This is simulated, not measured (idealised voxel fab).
process module | voxel capacitor over wiring
cross-section cut | 245 nm wide | cells 5 nm
A cross-section is a grid of square cells, given in bands from the top down. A band is one or more rows of cells.
Each band's line starts with the height of the band's top and of its bottom, in nm. Then come its materials from left to right, each with its width in nm. One material with "throughout" fills the band from edge to edge. "air" is empty space.
Height 0 is the level under which the wafer as received is all one material. The lowest band goes on downwards, as in "0 down".
A width such as "30 to 40" changes by the same amount from each row of cells to the next, from the band's top row to its bottom row.
"no change" after a step means that no cell of the cross-section changed.
closed voids: empty space of 8 cells or more with no open way to the top, each as width x height at its distance from the left edge, in nm
after a step's settings: what the simulator itself notes on the step
overlay nm, on a step with a mask: how far to the right of its planned place the mask lay; to the left if negative
plan
1 op RECEIVE | material Si
2 op CONFORMAL_DEP | material SiO2 | thk nm 15
3 op CONFORMAL_DEP | material SiCN | thk nm 5
4 op DIRECTIONAL_DEP | material SiO2 | thk nm 25
5 op DIRECTIONAL_DEP | material aC | thk nm 15
6 op PATTERN | tone open | mask id METAL_1 | material resist | width nm 25 | pitch nm 80 | thk nm 30 | overlay nm 0
7 op DIRECTIONAL_ETCH | etch materials aC | depth nm 15
8 op STRIP | etch materials resist
9 op DIRECTIONAL_ETCH | etch materials SiO2 | depth nm 25
10 op DIRECTIONAL_ETCH | etch materials SiCN | depth nm 5
11 op STRIP | etch materials aC
12 op CONFORMAL_DEP | material TiN | thk nm 5
13 op FILL_DEP | material Cu | thk nm 5
14 op CMP | height nm 45
15 op CONFORMAL_DEP | material SiCN | thk nm 5
16 op DIRECTIONAL_DEP | material SiO2 | thk nm 10
17 op DIRECTIONAL_DEP | material aC | thk nm 10
18 op PATTERN | tone open | mask id PLUG_1 | material resist | width nm 15 | thk nm 25 | overlay nm 0
19 op DIRECTIONAL_ETCH | etch materials aC | depth nm 10
20 op STRIP | etch materials resist
21 op DIRECTIONAL_ETCH | etch materials SiO2 | depth nm 10
22 op DIRECTIONAL_ETCH | etch materials SiCN | depth nm 5
23 op STRIP | etch materials aC
24 op CONFORMAL_DEP | material TiN | thk nm 5
25 op FILL_DEP | material Ru | thk nm 5
26 op CMP | height nm 60
27 op DIRECTIONAL_DEP | material TiN | thk nm 10
28 op DIRECTIONAL_DEP | material HfO2 | thk nm 5
29 op DIRECTIONAL_DEP | material TiN | thk nm 5
30 op DIRECTIONAL_DEP | material aC | thk nm 15
31 op PATTERN | tone cover | mask id UPPER_PLATE | material resist | width nm 50 | thk nm 30 | overlay nm 0
32 op DIRECTIONAL_ETCH | etch materials aC | depth nm 15
33 op STRIP | etch materials resist
34 op DIRECTIONAL_ETCH | etch materials TiN | depth nm 5
35 op DIRECTIONAL_ETCH | etch materials HfO2 | depth nm 5
36 op STRIP | etch materials aC
37 op PATTERN | tone cover | mask id LOWER_PLATE | material resist | width nm 70 | thk nm 20 | overlay nm 0
38 op DIRECTIONAL_ETCH | etch materials TiN | depth nm 10
39 op STRIP | etch materials resist
40 op FILL_DEP | material SiO2 | thk nm 20
41 op CMP | height nm 95
42 op PATTERN | tone open | mask id PLUG_2 | material resist | width nm 15 | thk nm 20 | overlay nm 0
43 op DIRECTIONAL_ETCH | etch materials SiO2 | depth nm 15
44 op STRIP | etch materials resist
45 op CONFORMAL_DEP | material TiN | thk nm 5
46 op FILL_DEP | material Ru | thk nm 5
47 op CMP | height nm 95
48 op CONFORMAL_DEP | material SiCN | thk nm 5
varied across the wafers: width nm of step 31. The plan shows the first wafer's value. All wafers start alike
first wafer as received, after step 1
  0 down: Si throughout
  closed voids: none
first wafer at the end, after step 48
  100 to 95: SiCN throughout
  95 to 85: SiO2 90 | TiN 5 | Ru 5 | TiN 5 | SiO2 140
  85 to 75: SiO2 90 to 85 | TiN 15 to 50 | SiO2 140 to 110
  75 to 70: SiO2 85 | HfO2 50 | SiO2 110
  70 to 60: SiO2 75 | TiN 70 | SiO2 100
  60 to 50: SiO2 80 | TiN 5 | Ru 5 | TiN 5 | SiO2 150
  50 to 45: SiCN 80 | TiN 15 | SiCN 150
  45 to 20: SiO2 70 | TiN 5 | Cu 15 | TiN 5 | SiO2 55 | TiN 5 | Cu 15 | TiN 5 | SiO2 70
  20 to 15: SiCN 70 | TiN 25 | SiCN 55 | TiN 25 | SiCN 70
  15 to 0: SiO2 throughout
  0 down: Si throughout
  closed voids: none
last wafer at the end
  100 to 95: SiCN throughout
  95 to 85: SiO2 90 | TiN 5 | Ru 5 | TiN 5 | SiO2 140
  85 to 75: SiO2 90 to 75 | TiN 15 to 70 | SiO2 140 to 100
  75 to 70: SiO2 75 | HfO2 75 | SiO2 95
  70 to 60: SiO2 75 | TiN 75 | SiO2 95
  60 to 50: SiO2 80 | TiN 5 | Ru 5 | TiN 5 | SiO2 150
  50 to 45: SiCN 80 | TiN 15 | SiCN 150
  45 to 20: SiO2 70 | TiN 5 | Cu 15 | TiN 5 | SiO2 55 | TiN 5 | Cu 15 | TiN 5 | SiO2 70
  20 to 15: SiCN 70 | TiN 25 | SiCN 55 | TiN 25 | SiCN 70
  15 to 0: SiO2 throughout
  0 down: Si throughout
  closed voids: none
each wafer at the end: cells of each material gained (+) or lost (-) since it was received, then its closed voids
width nm 50 | +30 Cu | +10 HfO2 | +4 Ru | +134 SiCN | +720 SiO2 | +82 TiN | closed voids: none
width nm 55 | +30 Cu | +11 HfO2 | +4 Ru | +134 SiCN | +718 SiO2 | +83 TiN | closed voids: none
width nm 60 | +30 Cu | +12 HfO2 | +4 Ru | +134 SiCN | +716 SiO2 | +84 TiN | closed voids: none
width nm 65 | +30 Cu | +13 HfO2 | +4 Ru | +134 SiCN | +714 SiO2 | +85 TiN | closed voids: none
width nm 70 | +30 Cu | +14 HfO2 | +4 Ru | +134 SiCN | +712 SiO2 | +86 TiN | closed voids: none
width nm 75 | +30 Cu | +15 HfO2 | +4 Ru | +134 SiCN | +709 SiO2 | +88 TiN | closed voids: none
